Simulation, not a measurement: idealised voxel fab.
You're looking at the process module voxel fin reveal.
The cross-section shown here is cut; it is 200 nm wide and divided into square cells measuring 5 nm on a side.
If you're reading a cross-section in this doc, picture square cells in a grid; it comes to you as bands, top ones listed first down to the bottom, and a band can be one or more rows of cells.
Top height, bottom height, nm. Materials left to right, width each, nm. Single material + "all across" = fills band edge to edge. "empty" = empty.
The level at which height equals 0 is the one under which the wafer, as it arrives, is entirely one material. No lower edge exists for the bottom band, which continues downward and is notated as in "from 0 down".
Read "30 to 40" as a graded width: first number on top, second number at the bottom, same change between each pair of neighbouring rows.
Basically "all unchanged" means that step didn't change any cell in the cross-section.
"Fully sealed cavities": sealed empty spaces, 8 cells or more, no open way to top, listed width x height at distance, with distance from the left edge and width, height and distance in nm.
Whatever follows a step's settings on its line is a remark the simulator itself makes about that step.
Regarding "overlay nm": on a step with a mask, it is the distance the mask lay to the right of its planned place; a negative value places it to the left.

**Process steps - plan**
step 1: RECEIVE, material Si
step 2: CONFORMAL_DEP, material SiN, thk nm 5
step 3: DIRECTIONAL_DEP, material aC, thk nm 15
step 4: PATTERN, tone cover, mask id FINS, material resist, width nm 15, pitch nm 35, thk nm 35, overlay nm -15
step 5: DIRECTIONAL_ETCH, etch materials aC, depth nm 15
step 6: STRIP, etch materials resist
step 7: DIRECTIONAL_ETCH, etch materials SiN, depth nm 5
step 8: DIRECTIONAL_ETCH, etch materials Si, depth nm 35
step 9: STRIP, etch materials aC
step 10: OXIDIZE, depth nm 5
step 11: FILL_DEP, material SiO2, thk nm 15
step 12: CMP, height nm 5
step 13: SELECTIVE_ETCH, etch materials SiO2, depth nm 20
step 14: STRIP, etch materials SiN
step 15: CONFORMAL_DEP, material SiO2, thk nm 5
The value of overlay nm given for step 4 in the plan refers to the first wafer; the wafers vary in this setting and are alike at the start.

**Received condition of the first of several wafers, sectioned: post-step 1**
from 0 down  Si all across
Fully sealed cavities: none

**Below, a row for every wafer. Read it as the end-of-module picture: for each material the wafer shows its cells gained (+) or lost (-) since it was received, and then its closed voids**
overlay nm -15, -304 Si, +242 SiO2, Fully sealed cavities: none
overlay nm -10, -304 Si, +242 SiO2, Fully sealed cavities: none
overlay nm -5, -304 Si, +242 SiO2, Fully sealed cavities: none
overlay nm 0, -304 Si, +242 SiO2, Fully sealed cavities: none
overlay nm 5, -304 Si, +242 SiO2, Fully sealed cavities: none
overlay nm 10, -304 Si, +242 SiO2, Fully sealed cavities: none
overlay nm 15, -304 Si, +242 SiO2, Fully sealed cavities: none
